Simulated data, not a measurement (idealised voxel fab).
process module | voxel transistor to metal
cross-section cut | 150 nm wide | cells 5 nm
A cross-section is a grid of square cells, given in bands from the top down. A band is one or more rows of cells.
Each band's line starts with the height of the band's top and of its bottom, in nm. Then come its materials from left to right, each with its width in nm. One material with "throughout" fills the band from edge to edge. "air" is empty space.
Height 0 is the level under which the wafer as received is all one material. The lowest band goes on downwards, as in "0 down".
A width such as "30 to 40" changes by the same amount from each row of cells to the next, from the band's top row to its bottom row.
"no change" after a step means that no cell of the cross-section changed.
closed voids: empty space of 8 cells or more with no open way to the top, each as width x height at its distance from the left edge, in nm
after a step's settings: what the simulator itself notes on the step
overlay nm, on a step with a mask: how far to the right of its planned place the mask lay; to the left if negative
plan
1 op RECEIVE | material Si
2 op OXIDIZE | depth nm 5
3 op CONFORMAL_DEP | material SiN | thk nm 15
4 op PATTERN | tone cover | mask id ACTIVE | material resist | width nm 90 | thk nm 20 | overlay nm 0
5 op DIRECTIONAL_ETCH | etch materials SiN | depth nm 15
6 op DIRECTIONAL_ETCH | etch materials SiO2 | depth nm 5
7 op DIRECTIONAL_ETCH | etch materials Si | depth nm 25
8 op STRIP | etch materials resist
9 op FILL_DEP | material SiO2 | thk nm 5
10 op CMP | height nm 15
11 op SELECTIVE_ETCH | etch materials SiO2 | depth nm 15
12 op STRIP | etch materials SiN
13 op SELECTIVE_ETCH | etch materials SiO2 | depth nm 5
14 op OXIDIZE | depth nm 5
15 op DIRECTIONAL_DEP | material polySi | thk nm 25
16 op DIRECTIONAL_DEP | material SiCN | thk nm 15
17 op MASKED_ETCH | tone cover | mask id GATE | width nm 20 | etch materials SiCN | depth nm 25 | overlay nm 0
18 op MASKED_ETCH | tone cover | mask id GATE | width nm 20 | etch materials polySi | depth nm 35 | overlay nm 0
19 op CONFORMAL_DEP | material SiN | thk nm 10
20 op DIRECTIONAL_ETCH | etch materials SiN | depth nm 10
21 op DIRECTIONAL_ETCH | etch materials SiO2 | depth nm 5
22 op DIRECTIONAL_ETCH | etch materials Si | depth nm 5
23 op EPI | material SiGe | thk nm 10
24 op FILL_DEP | material SiO2 | thk nm 5
25 op CMP | height nm 35
26 op DIRECTIONAL_DEP | material SiO2 | thk nm 15
27 op PATTERN | tone open | mask id CONTACT | material resist | width nm 15 | pitch nm 65 | thk nm 20 | overlay nm 0
28 op DIRECTIONAL_ETCH | etch materials SiO2 | depth nm 55
29 op STRIP | etch materials resist
30 op CONFORMAL_DEP | material TiN | thk nm 5
31 op FILL_DEP | material W | thk nm 10
32 op CMP | height nm 50
33 op DIRECTIONAL_DEP | material TiN | thk nm 5
34 op DIRECTIONAL_DEP | material Ru | thk nm 25
35 op DIRECTIONAL_DEP | material aC | thk nm 10
36 op PATTERN | tone cover | mask id METAL_1 | material resist | width nm 15 | pitch nm 65 | thk nm 25 | overlay nm 0
37 op DIRECTIONAL_ETCH | etch materials aC | depth nm 10
38 op STRIP | etch materials resist
39 op DIRECTIONAL_ETCH | etch materials Ru | depth nm 25
40 op DIRECTIONAL_ETCH | etch materials TiN | depth nm 5
41 op STRIP | etch materials aC
42 op CONFORMAL_DEP | material SiN | thk nm 5
43 op FILL_DEP | material SiO2 | thk nm 5
44 op CMP | height nm 80
45 op CONFORMAL_DEP | material SiCN | thk nm 5
46 op DIRECTIONAL_DEP | material SiO2 | thk nm 35
47 op PATTERN | tone open | mask id METAL_2 | material resist | width nm 15 | pitch nm 65 | thk nm 20 | overlay nm 0
48 op DIRECTIONAL_ETCH | etch materials SiO2 | depth nm 20
49 op STRIP | etch materials resist
50 op PATTERN | tone open | mask id METAL_2_HOLES | material resist | width nm 15 | pitch nm 65 | thk nm 20 | overlay nm 0
51 op DIRECTIONAL_ETCH | etch materials SiO2 | depth nm 15
52 op DIRECTIONAL_ETCH | etch materials SiCN | depth nm 5
53 op STRIP | etch materials resist
54 op CONFORMAL_DEP | material TiN | thk nm 5
55 op FILL_DEP | material Ru | thk nm 10
56 op CMP | height nm 120
57 op CONFORMAL_DEP | material SiN | thk nm 5
first wafer, as planned
as received, after step 1
  0 down: Si throughout
  closed voids: none
after step 2
  0 to -5: SiO2 throughout
  below -5: unchanged
after step 3
  15 to 0: SiN throughout
  below 0: unchanged
after step 4
  35 to 15: air 30 | resist 90 | air 30
  below 15: unchanged
after step 5
  35 to 15: air 30 | resist 90 | air 30
  15 to 0: air 30 | SiN 90 | air 30
  below 0: unchanged
after step 6
  35 to 15: air 30 | resist 90 | air 30
  15 to 0: air 30 | SiN 90 | air 30
  0 to -5: air 30 | SiO2 90 | air 30
  below -5: unchanged
after step 7
  35 to 15: air 30 | resist 90 | air 30
  15 to 0: air 30 | SiN 90 | air 30
  0 to -5: air 30 | SiO2 90 | air 30
  -5 to -30: air 30 | Si 90 | air 30
  below -30: unchanged
after step 8
  15 to 0: air 30 | SiN 90 | air 30
  below 0: unchanged
after step 9
  20 to 15: SiO2 throughout
  15 to 0: SiO2 30 | SiN 90 | SiO2 30
  0 to -5: SiO2 throughout
  -5 to -30: SiO2 30 | Si 90 | SiO2 30
  below -30: unchanged
after step 10
  15 to 0: SiO2 30 | SiN 90 | SiO2 30
  below 0: unchanged
after step 11
  15 to 0: air 30 | SiN 90 | air 30
  below 0: unchanged
after step 12
  0 to -5: SiO2 throughout
  below -5: unchanged
after step 13
  -5 to -30: SiO2 30 | Si 90 | SiO2 30
  below -30: unchanged
after step 14
  -5 to -10: SiO2 throughout
  below -10: unchanged
after step 15
  20 to -5: polySi throughout
  below -5: unchanged
after step 16
  35 to 20: SiCN throughout
  below 20: unchanged
after step 17
  35 to 20: air 65 | SiCN 20 | air 65
  below 20: unchanged
after step 18
  35 to 20: air 65 | SiCN 20 | air 65
  20 to -5: air 65 | polySi 20 | air 65
  below -5: unchanged
after step 19
  45 to 35: air 55 | SiN 40 | air 55
  35 to 20: air 55 | SiN 10 | SiCN 20 | SiN 10 | air 55
  20 to 5: air 55 | SiN 10 | polySi 20 | SiN 10 | air 55
  5 to -5: SiN 65 | polySi 20 | SiN 65
  below -5: unchanged
after step 20
  35 to 20: air 55 | SiN 10 | SiCN 20 | SiN 10 | air 55
  20 to -5: air 55 | SiN 10 | polySi 20 | SiN 10 | air 55
  below -5: unchanged
after step 21
  35 to 20: air 55 | SiN 10 | SiCN 20 | SiN 10 | air 55
  20 to -5: air 55 | SiN 10 | polySi 20 | SiN 10 | air 55
  -5 to -10: air 55 | SiO2 40 | air 55
  below -10: unchanged
after step 22
  35 to 20: air 55 | SiN 10 | SiCN 20 | SiN 10 | air 55
  20 to -5: air 55 | SiN 10 | polySi 20 | SiN 10 | air 55
  -5 to -10: air 55 | SiO2 40 | air 55
  -10 to -15: SiO2 30 | air 25 | Si 40 | air 25 | SiO2 30
  below -15: unchanged
after step 23
  35 to 20: air 55 | SiN 10 | SiCN 20 | SiN 10 | air 55
  20 to 0: air 55 | SiN 10 | polySi 20 | SiN 10 | air 55
  0 to -5: air 45 | SiGe 10 | SiN 10 | polySi 20 | SiN 10 | SiGe 10 | air 45
  -5 to -10: air 25 | SiGe 30 | SiO2 40 | SiGe 30 | air 25
  -10 to -15: SiO2 30 | SiGe 25 | Si 40 | SiGe 25 | SiO2 30
  below -15: unchanged
after step 24
  40 to 35: SiO2 throughout
  35 to 20: SiO2 55 | SiN 10 | SiCN 20 | SiN 10 | SiO2 55
  20 to 0: SiO2 55 | SiN 10 | polySi 20 | SiN 10 | SiO2 55
  0 to -5: SiO2 45 | SiGe 10 | SiN 10 | polySi 20 | SiN 10 | SiGe 10 | SiO2 45
  -5 to -10: SiO2 25 | SiGe 30 | SiO2 40 | SiGe 30 | SiO2 25
  below -10: unchanged
after step 25
  35 to 20: SiO2 55 | SiN 10 | SiCN 20 | SiN 10 | SiO2 55
  below 20: unchanged
after step 26
  50 to 35: SiO2 throughout
  below 35: unchanged
after step 27
  70 to 50: resist 35 | air 15 | resist 50 | air 15 | resist 35
  below 50: unchanged
after step 28
  70 to 50: resist 35 | air 15 | resist 50 | air 15 | resist 35
  50 to 35: SiO2 35 | air 15 | SiO2 50 | air 15 | SiO2 35
  35 to 20: SiO2 35 | air 15 | SiO2 5 | SiN 10 | SiCN 20 | SiN 10 | SiO2 5 | air 15 | SiO2 35
  20 to 0: SiO2 35 | air 15 | SiO2 5 | SiN 10 | polySi 20 | SiN 10 | SiO2 5 | air 15 | SiO2 35
  0 to -5: SiO2 35 | air 10 | SiGe 10 | SiN 10 | polySi 20 | SiN 10 | SiGe 10 | air 10 | SiO2 35
  below -5: unchanged
after step 29
  50 to 35: SiO2 35 | air 15 | SiO2 50 | air 15 | SiO2 35
  below 35: unchanged
after step 30
  55 to 50: TiN 40 | air 5 | TiN 60 | air 5 | TiN 40
  50 to 35: SiO2 35 | TiN 5 | air 5 | TiN 5 | SiO2 50 | TiN 5 | air 5 | TiN 5 | SiO2 35
  35 to 20: SiO2 35 | TiN 5 | air 5 | TiN 5 | SiO2 5 | SiN 10 | SiCN 20 | SiN 10 | SiO2 5 | TiN 5 | air 5 | TiN 5 | SiO2 35
  20 to 5: SiO2 35 | TiN 5 | air 5 | TiN 5 | SiO2 5 | SiN 10 | polySi 20 | SiN 10 | SiO2 5 | TiN 5 | air 5 | TiN 5 | SiO2 35
  5 to 0: SiO2 35 | TiN 15 | SiO2 5 | SiN 10 | polySi 20 | SiN 10 | SiO2 5 | TiN 15 | SiO2 35
  0 to -5: SiO2 35 | TiN 10 | SiGe 10 | SiN 10 | polySi 20 | SiN 10 | SiGe 10 | TiN 10 | SiO2 35
  below -5: unchanged
after step 31
  65 to 55: W throughout
  55 to 50: TiN 40 | W 5 | TiN 60 | W 5 | TiN 40
  50 to 35: SiO2 35 | TiN 5 | W 5 | TiN 5 | SiO2 50 | TiN 5 | W 5 | TiN 5 | SiO2 35
  35 to 20: SiO2 35 | TiN 5 | W 5 | TiN 5 | SiO2 5 | SiN 10 | SiCN 20 | SiN 10 | SiO2 5 | TiN 5 | W 5 | TiN 5 | SiO2 35
  20 to 5: SiO2 35 | TiN 5 | W 5 | TiN 5 | SiO2 5 | SiN 10 | polySi 20 | SiN 10 | SiO2 5 | TiN 5 | W 5 | TiN 5 | SiO2 35
  below 5: unchanged
after step 32
  50 to 35: SiO2 35 | TiN 5 | W 5 | TiN 5 | SiO2 50 | TiN 5 | W 5 | TiN 5 | SiO2 35
  below 35: unchanged
after step 33
  55 to 50: TiN throughout
  below 50: unchanged
after step 34
  80 to 55: Ru throughout
  below 55: unchanged
after step 35
  90 to 80: aC throughout
  below 80: unchanged
after step 36
  115 to 90: air 35 | resist 15 | air 50 | resist 15 | air 35
  below 90: unchanged
after step 37
  105 to 90: air 35 | resist 15 | air 50 | resist 15 | air 35
  90 to 80: air 35 | aC 15 | air 50 | aC 15 | air 35
  below 80: unchanged
after step 38
  90 to 80: air 35 | aC 15 | air 50 | aC 15 | air 35
  below 80: unchanged
after step 39
  90 to 80: air 35 | aC 15 | air 50 | aC 15 | air 35
  80 to 55: air 35 | Ru 15 | air 50 | Ru 15 | air 35
  below 55: unchanged
after step 40
  90 to 80: air 35 | aC 15 | air 50 | aC 15 | air 35
  80 to 55: air 35 | Ru 15 | air 50 | Ru 15 | air 35
  55 to 50: air 35 | TiN 15 | air 50 | TiN 15 | air 35
  below 50: unchanged
after step 41
  80 to 55: air 35 | Ru 15 | air 50 | Ru 15 | air 35
  below 55: unchanged
after step 42
  85 to 80: air 30 | SiN 25 | air 40 | SiN 25 | air 30
  80 to 55: air 30 | SiN 5 | Ru 15 | SiN 5 | air 40 | SiN 5 | Ru 15 | SiN 5 | air 30
  55 to 50: SiN 35 | TiN 15 | SiN 50 | TiN 15 | SiN 35
  below 50: unchanged
after step 43
  90 to 85: SiO2 throughout
  85 to 80: SiO2 30 | SiN 25 | SiO2 40 | SiN 25 | SiO2 30
  80 to 55: SiO2 30 | SiN 5 | Ru 15 | SiN 5 | SiO2 40 | SiN 5 | Ru 15 | SiN 5 | SiO2 30
  below 55: unchanged
after step 44
  80 to 55: SiO2 30 | SiN 5 | Ru 15 | SiN 5 | SiO2 40 | SiN 5 | Ru 15 | SiN 5 | SiO2 30
  below 55: unchanged
after step 45
  85 to 80: SiCN throughout
  below 80: unchanged
after step 46
  120 to 85: SiO2 throughout
  below 85: unchanged
after step 47
  140 to 120: resist 35 | air 15 | resist 50 | air 15 | resist 35
  below 120: unchanged
after step 48
  140 to 120: resist 35 | air 15 | resist 50 | air 15 | resist 35
  120 to 100: SiO2 35 | air 15 | SiO2 50 | air 15 | SiO2 35
  below 100: unchanged
after step 49
  120 to 100: SiO2 35 | air 15 | SiO2 50 | air 15 | SiO2 35
  below 100: unchanged
after step 50
  140 to 120: resist 35 | air 15 | resist 50 | air 15 | resist 35
  below 120: unchanged
after step 51
  140 to 120: resist 35 | air 15 | resist 50 | air 15 | resist 35
  120 to 85: SiO2 35 | air 15 | SiO2 50 | air 15 | SiO2 35
  below 85: unchanged
after step 52
  140 to 120: resist 35 | air 15 | resist 50 | air 15 | resist 35
  120 to 85: SiO2 35 | air 15 | SiO2 50 | air 15 | SiO2 35
  85 to 80: SiCN 35 | air 15 | SiCN 50 | air 15 | SiCN 35
  below 80: unchanged
after step 53
  120 to 85: SiO2 35 | air 15 | SiO2 50 | air 15 | SiO2 35
  below 85: unchanged
after step 54
  125 to 120: TiN 40 | air 5 | TiN 60 | air 5 | TiN 40
  120 to 85: SiO2 35 | TiN 5 | air 5 | TiN 5 | SiO2 50 | TiN 5 | air 5 | TiN 5 | SiO2 35
  85 to 80: SiCN 35 | TiN 15 | SiCN 50 | TiN 15 | SiCN 35
  below 80: unchanged
after step 55
  135 to 125: Ru throughout
  125 to 120: TiN 40 | Ru 5 | TiN 60 | Ru 5 | TiN 40
  120 to 85: SiO2 35 | TiN 5 | Ru 5 | TiN 5 | SiO2 50 | TiN 5 | Ru 5 | TiN 5 | SiO2 35
  below 85: unchanged
after step 56
  120 to 85: SiO2 35 | TiN 5 | Ru 5 | TiN 5 | SiO2 50 | TiN 5 | Ru 5 | TiN 5 | SiO2 35
  below 85: unchanged
after step 57
  125 to 120: SiN throughout
  below 120: unchanged
second wafer: like start, like plan, one mistake. Through step 3 it matches the first wafer
when step 4 should have ended
  35 to 15: air 25 | resist 90 | air 35
  below 15: unchanged
when step 5 should have ended
  35 to 15: air 25 | resist 90 | air 35
  15 to 0: air 25 | SiN 90 | air 35
  below 0: unchanged
when step 6 should have ended
  35 to 15: air 25 | resist 90 | air 35
  15 to 0: air 25 | SiN 90 | air 35
  0 to -5: air 25 | SiO2 90 | air 35
  below -5: unchanged
when step 7 should have ended
  35 to 15: air 25 | resist 90 | air 35
  15 to 0: air 25 | SiN 90 | air 35
  0 to -5: air 25 | SiO2 90 | air 35
  -5 to -30: air 25 | Si 90 | air 35
  below -30: unchanged
when step 8 should have ended
  15 to 0: air 25 | SiN 90 | air 35
  below 0: unchanged
when step 9 should have ended
  20 to 15: SiO2 throughout
  15 to 0: SiO2 25 | SiN 90 | SiO2 35
  0 to -5: SiO2 throughout
  -5 to -30: SiO2 25 | Si 90 | SiO2 35
  below -30: unchanged
when step 10 should have ended
  15 to 0: SiO2 25 | SiN 90 | SiO2 35
  below 0: unchanged
when step 11 should have ended
  15 to 0: air 25 | SiN 90 | air 35
  below 0: unchanged
when step 12 should have ended
  0 to -5: SiO2 throughout
  below -5: unchanged
when step 13 should have ended
  -5 to -30: SiO2 25 | Si 90 | SiO2 35
  below -30: unchanged
when step 14 should have ended
  -5 to -10: SiO2 throughout
  below -10: unchanged
when step 15 should have ended
  20 to -5: polySi throughout
  below -5: unchanged
when step 16 should have ended
  35 to 20: SiCN throughout
  below 20: unchanged
when step 17 should have ended
  35 to 20: air 65 | SiCN 20 | air 65
  below 20: unchanged
when step 18 should have ended
  35 to 20: air 65 | SiCN 20 | air 65
  20 to -5: air 65 | polySi 20 | air 65
  below -5: unchanged
when step 19 should have ended
  45 to 35: air 55 | SiN 40 | air 55
  35 to 20: air 55 | SiN 10 | SiCN 20 | SiN 10 | air 55
  20 to 5: air 55 | SiN 10 | polySi 20 | SiN 10 | air 55
  5 to -5: SiN 65 | polySi 20 | SiN 65
  below -5: unchanged
when step 20 should have ended
  35 to 20: air 55 | SiN 10 | SiCN 20 | SiN 10 | air 55
  20 to -5: air 55 | SiN 10 | polySi 20 | SiN 10 | air 55
  below -5: unchanged
when step 21 should have ended
  35 to 20: air 55 | SiN 10 | SiCN 20 | SiN 10 | air 55
  20 to -5: air 55 | SiN 10 | polySi 20 | SiN 10 | air 55
  -5 to -10: air 55 | SiO2 40 | air 55
  below -10: unchanged
when step 22 should have ended
  35 to 20: air 55 | SiN 10 | SiCN 20 | SiN 10 | air 55
  20 to -5: air 55 | SiN 10 | polySi 20 | SiN 10 | air 55
  -5 to -10: air 55 | SiO2 40 | air 55
  -10 to -15: SiO2 25 | air 30 | Si 40 | air 20 | SiO2 35
  below -15: unchanged
when step 23 should have ended
  35 to 20: air 55 | SiN 10 | SiCN 20 | SiN 10 | air 55
  20 to 0: air 55 | SiN 10 | polySi 20 | SiN 10 | air 55
  0 to -5: air 45 | SiGe 10 | SiN 10 | polySi 20 | SiN 10 | SiGe 10 | air 45
  -5 to -10: air 20 | SiGe 35 | SiO2 40 | SiGe 25 | air 30
  -10 to -15: SiO2 25 | SiGe 30 | Si 40 | SiGe 20 | SiO2 35
  below -15: unchanged
when step 24 should have ended
  40 to 35: SiO2 throughout
  35 to 20: SiO2 55 | SiN 10 | SiCN 20 | SiN 10 | SiO2 55
  20 to 0: SiO2 55 | SiN 10 | polySi 20 | SiN 10 | SiO2 55
  0 to -5: SiO2 45 | SiGe 10 | SiN 10 | polySi 20 | SiN 10 | SiGe 10 | SiO2 45
  -5 to -10: SiO2 20 | SiGe 35 | SiO2 40 | SiGe 25 | SiO2 30
  below -10: unchanged
when step 25 should have ended
  35 to 20: SiO2 55 | SiN 10 | SiCN 20 | SiN 10 | SiO2 55
  below 20: unchanged
when step 26 should have ended
  50 to 35: SiO2 throughout
  below 35: unchanged
when step 27 should have ended
  70 to 50: resist 35 | air 15 | resist 50 | air 15 | resist 35
  below 50: unchanged
when step 28 should have ended
  70 to 50: resist 35 | air 15 | resist 50 | air 15 | resist 35
  50 to 35: SiO2 35 | air 15 | SiO2 50 | air 15 | SiO2 35
  35 to 20: SiO2 35 | air 15 | SiO2 5 | SiN 10 | SiCN 20 | SiN 10 | SiO2 5 | air 15 | SiO2 35
  20 to 0: SiO2 35 | air 15 | SiO2 5 | SiN 10 | polySi 20 | SiN 10 | SiO2 5 | air 15 | SiO2 35
  0 to -5: SiO2 35 | air 10 | SiGe 10 | SiN 10 | polySi 20 | SiN 10 | SiGe 10 | air 10 | SiO2 35
  below -5: unchanged
when step 29 should have ended
  50 to 35: SiO2 35 | air 15 | SiO2 50 | air 15 | SiO2 35
  below 35: unchanged
when step 30 should have ended
  55 to 50: TiN 40 | air 5 | TiN 60 | air 5 | TiN 40
  50 to 35: SiO2 35 | TiN 5 | air 5 | TiN 5 | SiO2 50 | TiN 5 | air 5 | TiN 5 | SiO2 35
  35 to 20: SiO2 35 | TiN 5 | air 5 | TiN 5 | SiO2 5 | SiN 10 | SiCN 20 | SiN 10 | SiO2 5 | TiN 5 | air 5 | TiN 5 | SiO2 35
  20 to 5: SiO2 35 | TiN 5 | air 5 | TiN 5 | SiO2 5 | SiN 10 | polySi 20 | SiN 10 | SiO2 5 | TiN 5 | air 5 | TiN 5 | SiO2 35
  5 to 0: SiO2 35 | TiN 15 | SiO2 5 | SiN 10 | polySi 20 | SiN 10 | SiO2 5 | TiN 15 | SiO2 35
  0 to -5: SiO2 35 | TiN 10 | SiGe 10 | SiN 10 | polySi 20 | SiN 10 | SiGe 10 | TiN 10 | SiO2 35
  below -5: unchanged
when step 31 should have ended
  65 to 55: W throughout
  55 to 50: TiN 40 | W 5 | TiN 60 | W 5 | TiN 40
  50 to 35: SiO2 35 | TiN 5 | W 5 | TiN 5 | SiO2 50 | TiN 5 | W 5 | TiN 5 | SiO2 35
  35 to 20: SiO2 35 | TiN 5 | W 5 | TiN 5 | SiO2 5 | SiN 10 | SiCN 20 | SiN 10 | SiO2 5 | TiN 5 | W 5 | TiN 5 | SiO2 35
  20 to 5: SiO2 35 | TiN 5 | W 5 | TiN 5 | SiO2 5 | SiN 10 | polySi 20 | SiN 10 | SiO2 5 | TiN 5 | W 5 | TiN 5 | SiO2 35
  below 5: unchanged
when step 32 should have ended
  50 to 35: SiO2 35 | TiN 5 | W 5 | TiN 5 | SiO2 50 | TiN 5 | W 5 | TiN 5 | SiO2 35
  below 35: unchanged
when step 33 should have ended
  55 to 50: TiN throughout
  below 50: unchanged
when step 34 should have ended
  80 to 55: Ru throughout
  below 55: unchanged
when step 35 should have ended
  90 to 80: aC throughout
  below 80: unchanged
when step 36 should have ended
  115 to 90: air 35 | resist 15 | air 50 | resist 15 | air 35
  below 90: unchanged
when step 37 should have ended
  105 to 90: air 35 | resist 15 | air 50 | resist 15 | air 35
  90 to 80: air 35 | aC 15 | air 50 | aC 15 | air 35
  below 80: unchanged
when step 38 should have ended
  90 to 80: air 35 | aC 15 | air 50 | aC 15 | air 35
  below 80: unchanged
when step 39 should have ended
  90 to 80: air 35 | aC 15 | air 50 | aC 15 | air 35
  80 to 55: air 35 | Ru 15 | air 50 | Ru 15 | air 35
  below 55: unchanged
when step 40 should have ended
  90 to 80: air 35 | aC 15 | air 50 | aC 15 | air 35
  80 to 55: air 35 | Ru 15 | air 50 | Ru 15 | air 35
  55 to 50: air 35 | TiN 15 | air 50 | TiN 15 | air 35
  below 50: unchanged
when step 41 should have ended
  80 to 55: air 35 | Ru 15 | air 50 | Ru 15 | air 35
  below 55: unchanged
when step 42 should have ended
  85 to 80: air 30 | SiN 25 | air 40 | SiN 25 | air 30
  80 to 55: air 30 | SiN 5 | Ru 15 | SiN 5 | air 40 | SiN 5 | Ru 15 | SiN 5 | air 30
  55 to 50: SiN 35 | TiN 15 | SiN 50 | TiN 15 | SiN 35
  below 50: unchanged
when step 43 should have ended
  90 to 85: SiO2 throughout
  85 to 80: SiO2 30 | SiN 25 | SiO2 40 | SiN 25 | SiO2 30
  80 to 55: SiO2 30 | SiN 5 | Ru 15 | SiN 5 | SiO2 40 | SiN 5 | Ru 15 | SiN 5 | SiO2 30
  below 55: unchanged
when step 44 should have ended
  80 to 55: SiO2 30 | SiN 5 | Ru 15 | SiN 5 | SiO2 40 | SiN 5 | Ru 15 | SiN 5 | SiO2 30
  below 55: unchanged
when step 45 should have ended
  85 to 80: SiCN throughout
  below 80: unchanged
when step 46 should have ended
  120 to 85: SiO2 throughout
  below 85: unchanged
when step 47 should have ended
  140 to 120: resist 35 | air 15 | resist 50 | air 15 | resist 35
  below 120: unchanged
when step 48 should have ended
  140 to 120: resist 35 | air 15 | resist 50 | air 15 | resist 35
  120 to 100: SiO2 35 | air 15 | SiO2 50 | air 15 | SiO2 35
  below 100: unchanged
when step 49 should have ended
  120 to 100: SiO2 35 | air 15 | SiO2 50 | air 15 | SiO2 35
  below 100: unchanged
when step 50 should have ended
  140 to 120: resist 35 | air 15 | resist 50 | air 15 | resist 35
  below 120: unchanged
when step 51 should have ended
  140 to 120: resist 35 | air 15 | resist 50 | air 15 | resist 35
  120 to 85: SiO2 35 | air 15 | SiO2 50 | air 15 | SiO2 35
  below 85: unchanged
when step 52 should have ended
  140 to 120: resist 35 | air 15 | resist 50 | air 15 | resist 35
  120 to 85: SiO2 35 | air 15 | SiO2 50 | air 15 | SiO2 35
  85 to 80: SiCN 35 | air 15 | SiCN 50 | air 15 | SiCN 35
  below 80: unchanged
when step 53 should have ended
  120 to 85: SiO2 35 | air 15 | SiO2 50 | air 15 | SiO2 35
  below 85: unchanged
when step 54 should have ended
  125 to 120: TiN 40 | air 5 | TiN 60 | air 5 | TiN 40
  120 to 85: SiO2 35 | TiN 5 | air 5 | TiN 5 | SiO2 50 | TiN 5 | air 5 | TiN 5 | SiO2 35
  85 to 80: SiCN 35 | TiN 15 | SiCN 50 | TiN 15 | SiCN 35
  below 80: unchanged
when step 55 should have ended
  135 to 125: Ru throughout
  125 to 120: TiN 40 | Ru 5 | TiN 60 | Ru 5 | TiN 40
  120 to 85: SiO2 35 | TiN 5 | Ru 5 | TiN 5 | SiO2 50 | TiN 5 | Ru 5 | TiN 5 | SiO2 35
  below 85: unchanged
when step 56 should have ended
  120 to 85: SiO2 35 | TiN 5 | Ru 5 | TiN 5 | SiO2 50 | TiN 5 | Ru 5 | TiN 5 | SiO2 35
  below 85: unchanged
when step 57 should have ended
  125 to 120: SiN throughout
  below 120: unchanged
what went wrong: step 4 ran as: op PATTERN | tone cover | mask id ACTIVE | material resist | width nm 90 | thk nm 20 | overlay nm -5
at the end the second wafer has, in cells: as many of each material as the first, in other places
